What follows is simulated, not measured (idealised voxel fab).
Proc. module: voxel plated lines
The width of the displayed cross-section, cut, is 290 nm; its cells are square, with a size of 5 nm.
A cross-section is a grid of square cells, given in bands from the top down. A band is one or more rows of cells.
Band entry format. Leading values: height of top, height of bottom, nm. Remainder: materials in left-to-right order, each with its width in nm. Special words: "edge to edge" on a single material, which then fills the band edge to edge; "air", empty space.
Note: height 0 marks the level under which the wafer is uniformly one material as received. Lowest band unbounded below, written "0 down".
The width entry "30->40" should be interpreted row by row: the top row of cells in the band takes the first number, the bottom row takes the second number, and the change between adjacent rows is uniform throughout.
A step reported as "nothing was modified" is a step in which no cell of the cross-section changed.
Voids not open to the top, 8 cells minimum: see "Sealed void list". Written width x height at distance; distance is from the left edge; nm.
Where a step's line continues beyond its settings, the continuation is a remark by the simulator itself on that step.
overlay nm: right-of-plan distance of the mask on a masked step; negative values mean left-of-plan.

[Process steps (planned)]
1,RECEIVE, material Si
2,CONFORMAL_DEP, material Al2O3, thk nm 10
3,DIRECTIONAL_DEP, material TiN, thk nm 5
4,PATTERN, tone open, mask id LINES, material resist, width nm 20, pitch nm 60, thk nm 40, overlay nm 0
5,EPI, material Ru, thk nm 5
6,EPI, material Ru, thk nm 5
7,EPI, material Ru, thk nm 5
8,STRIP, etch materials resist
9,DIRECTIONAL_ETCH, etch materials TiN, depth nm 5
10,CONFORMAL_DEP, material SiO2, thk nm 5
Heads up: all these wafers start the same, and what changes between them is the width nm in step 4. The value you see in the plan is just what the first wafer got.

[First of several wafers, received after step 1, in cross-section]
0 down: Si edge to edge
Sealed void list: none

[End-of-module cross-section, first of several wafers, after last step 10]
35 to 30: air 100, then SiO2 30, then air 30, then SiO2 30, then air 100
30 to 15: air 100, then SiO2 5, then Ru 20, then SiO2 5, then air 30, then SiO2 5, then Ru 20, then SiO2 5, then air 100
15 to 10: SiO2 105, then TiN 20, then SiO2 40, then TiN 20, then SiO2 105
10 to 0: Al2O3 edge to edge
0 down: Si edge to edge
Sealed void list: none

[Last wafer x-sec, end of module]
35 to 30: air 90, then SiO2 55, then air 5, then SiO2 55, then air 85
30 to 15: air 90, then SiO2 5, then Ru 45, then SiO2 5, then air 5, then SiO2 5, then Ru 45, then SiO2 5, then air 85
15 to 10: SiO2 95, then TiN 45, then SiO2 15, then TiN 45, then SiO2 90
10 to 0: Al2O3 edge to edge
0 down: Si edge to edge
Sealed void list: none

[So in this table every wafer gets its own row, and what you see is where it stands at the end of the module: for each material, how many cells it picked up (+) or gave up (-) since we received it, and after that its closed voids]
width nm 20, +116 Al2O3, +24 Ru, +74 SiO2, +8 TiN, Sealed void list: none
width nm 25, +116 Al2O3, +30 Ru, +74 SiO2, +10 TiN, Sealed void list: none
width nm 30, +116 Al2O3, +36 Ru, +74 SiO2, +12 TiN, Sealed void list: none
width nm 35, +116 Al2O3, +42 Ru, +74 SiO2, +14 TiN, Sealed void list: none
width nm 40, +116 Al2O3, +48 Ru, +74 SiO2, +16 TiN, Sealed void list: none
width nm 45, +116 Al2O3, +54 Ru, +74 SiO2, +18 TiN, Sealed void list: none
